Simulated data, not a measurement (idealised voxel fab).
process module | voxel wiring stack
cross-section cut | 205 nm wide | cells 5 nm
A cross-section is a grid of square cells, given in bands from the top down. A band is one or more rows of cells.
Each band's line starts with the height of the band's top and of its bottom, in nm. Then come its materials from left to right, each with its width in nm. One material with "throughout" fills the band from edge to edge. "air" is empty space.
Height 0 is the level under which the wafer as received is all one material. The lowest band goes on downwards, as in "0 down".
A width such as "30 to 40" changes by the same amount from each row of cells to the next, from the band's top row to its bottom row.
"no change" after a step means that no cell of the cross-section changed.
closed voids: empty space of 8 cells or more with no open way to the top, each as width x height at its distance from the left edge, in nm
after a step's settings: what the simulator itself notes on the step
overlay nm, on a step with a mask: how far to the right of its planned place the mask lay; to the left if negative
plan
1 op RECEIVE | material Si
2 op CONFORMAL_DEP | material SiO2 | thk nm 15
3 op DIRECTIONAL_DEP | material TiN | thk nm 5
4 op DIRECTIONAL_DEP | material W | thk nm 15
5 op MASKED_ETCH | tone cover | mask id METAL_1 | width nm 30 | pitch nm 60 | etch materials W | depth nm 15 | overlay nm 0
6 op MASKED_ETCH | tone cover | mask id METAL_1 | width nm 30 | pitch nm 60 | etch materials TiN | depth nm 5 | overlay nm 0
7 op CONFORMAL_DEP | material SiN | thk nm 5
8 op FILL_DEP | material lowk | thk nm 10
9 op CMP | height nm 35
10 op CONFORMAL_DEP | material SiCN | thk nm 5
11 op DIRECTIONAL_DEP | material SiO2 | thk nm 20
12 op DIRECTIONAL_DEP | material aC | thk nm 10
13 op PATTERN | tone open | mask id PLUG_1 | material resist | width nm 15 | pitch nm 60 | thk nm 25 | overlay nm 0
14 op DIRECTIONAL_ETCH | etch materials aC | depth nm 10
15 op STRIP | etch materials resist
16 op DIRECTIONAL_ETCH | etch materials SiO2 | depth nm 20
17 op DIRECTIONAL_ETCH | etch materials SiCN | depth nm 5
18 op STRIP | etch materials aC
19 op EPI | material Ru | thk nm 10
20 op EPI | material Ru | thk nm 10
21 op EPI | material Ru | thk nm 5
22 op DIRECTIONAL_DEP | material TiN | thk nm 5
23 op DIRECTIONAL_DEP | material Ru | thk nm 15
24 op PATTERN | tone cover | mask id METAL_2 | material resist | width nm 30 | pitch nm 60 | thk nm 20 | overlay nm 0
25 op DIRECTIONAL_ETCH | etch materials Ru | depth nm 15
26 op DIRECTIONAL_ETCH | etch materials TiN | depth nm 5
27 op STRIP | etch materials resist
28 op CONFORMAL_DEP | material SiCN | thk nm 5
29 op FILL_DEP | material lowk | thk nm 5
30 op CMP | height nm 80
31 op CONFORMAL_DEP | material SiCN | thk nm 5
as received, after step 1
  0 down: Si throughout
  closed voids: none
a wafer at the end: this start, this plan, one mistake
  85 to 80: SiCN throughout
  80 to 65: lowk 35 | SiCN 5 | Ru 15 | SiCN 5 | lowk 35 | SiCN 5 | Ru 15 | SiCN 5 | lowk 35 | SiCN 5 | Ru 15 | SiCN 5 | lowk 25
  65 to 60: SiCN 30 | lowk 5 | SiCN 5 | TiN 15 | SiCN 35 | lowk 5 | SiCN 5 | TiN 15 | SiCN 35 | lowk 5 | SiCN 5 | TiN 15 | SiCN 30
  60 to 55: SiO2 25 | SiCN 15 | SiO2 45 | SiCN 15 | SiO2 45 | SiCN 15 | SiO2 45
  55 to 40: SiO2 25 | Ru 15 | SiO2 45 | Ru 15 | SiO2 45 | Ru 15 | SiO2 45
  40 to 35: SiCN 25 | TiN 15 | SiCN 45 | TiN 15 | SiCN 45 | TiN 15 | SiCN 45
  35 to 25: lowk throughout
  25 to 20: lowk 20 | SiN 40 | lowk 20 | SiN 40 | lowk 20 | SiN 40 | lowk 25
  20 to 5: lowk 20 | SiN 5 | W 30 | SiN 5 | lowk 20 | SiN 5 | W 30 | SiN 5 | lowk 20 | SiN 5 | W 30 | SiN 5 | lowk 25
  5 to 0: SiN 25 | TiN 30 | SiN 30 | TiN 30 | SiN 30 | TiN 30 | SiN 30
  0 down: Si throughout
  closed voids: none
what went wrong: step 2 was left out
